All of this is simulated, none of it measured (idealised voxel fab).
The process module that follows is named voxel fin reveal.
Displayed cross-section: cut, width of 155 nm, square cells sized 5 nm.
This document writes a cross-section as a grid whose cells are square, and gives it as bands, listed from the top down; one or more rows of cells form a band.
Band entry format. Leading values: height of top, height of bottom, nm. Remainder: materials in left-to-right order, each with its width in nm. Special words: "everywhere" on a single material, which then fills the band edge to edge; "empty", empty space.
A quick word on heights: they are counted from 0, and under that level the wafer as it came to us is one material throughout. The lowest band is different from the rest in having no bottom; it simply continues downward, written as in "top 0, no bottom".
The expression "30 to 40" gives the width at the extremes of the band, the first number at its top row of cells and the second at its bottom row, with the width changing by equal amounts from each row to the next in between.
"left unchanged" after a step means that no cell of the cross-section changed.
"Sealed void list" specifies each empty space that is not open to the top and that occupies no fewer than 8 cells, using the form width x height at distance, the distance measured from the left edge and all three quantities in nm.
It should be noted that, on the line of a given step, the content following the step's settings is a remark produced by the simulator itself with respect to that step.
"overlay nm", when on a step's line for a step with a mask, measures how far to the right of its planned place the mask lay; a negative measure means to the left.
## Process steps - plan
1,RECEIVE (material Si)
2,CONFORMAL_DEP (material SiN; thk nm 5)
3,DIRECTIONAL_DEP (material aC; thk nm 10)
4,PATTERN (tone cover; mask id FINS; material resist; width nm 15; pitch nm 35; thk nm 30; overlay nm 0)
5,DIRECTIONAL_ETCH (etch materials aC; depth nm 10)
6,STRIP (etch materials resist)
7,DIRECTIONAL_ETCH (etch materials SiN; depth nm 5)
8,DIRECTIONAL_ETCH (etch materials Si; depth nm 30)
9,STRIP (etch materials aC)
10,FILL_DEP (material SiO2; thk nm 10)
11,CMP (height nm 5)
12,SELECTIVE_ETCH (etch materials SiO2; depth nm 15)
13,STRIP (etch materials SiN)
## Wafer cross-section on receipt, i.e. after step 1
* top 0, no bottom = Si everywhere
* Sealed void list: none
## first wafer at the end, as planned
* top 0, bottom -10 = 15 of empty, 15 of Si, 20 of empty, 15 of Si, 20 of empty, 15 of Si, 20 of empty, 15 of Si, 20 of empty
* top -10, bottom -30 = 15 of SiO2, 15 of Si, 20 of SiO2, 15 of Si, 20 of SiO2, 15 of Si, 20 of SiO2, 15 of Si, 20 of SiO2
* top -30, no bottom = Si everywhere
* Sealed void list: none
## Wafer two, sectioned after the module: the first wafer's start, the first wafer's plan, and one mistake in how it was run
* top 0, bottom -10 = 15 of empty, 20 of Si, 15 of empty, 20 of Si, 15 of empty, 20 of Si, 15 of empty, 20 of Si, 15 of empty
* top -10, bottom -30 = 15 of SiO2, 20 of Si, 15 of SiO2, 20 of Si, 15 of SiO2, 20 of Si, 15 of SiO2, 20 of Si, 15 of SiO2
* top -30, no bottom = Si everywhere
* Sealed void list: none
The plan and the run diverged here: it should be noted that step 4 was executed with settings other than those planned, the operation and settings actually applied being PATTERN (tone cover; mask id FINS; material resist; width nm 20; pitch nm 35; thk nm 30; overlay nm 0)
Looking at both finished wafers in cells, the second ends up ahead of or behind the first on some materials: Si +24, SiO2 -16
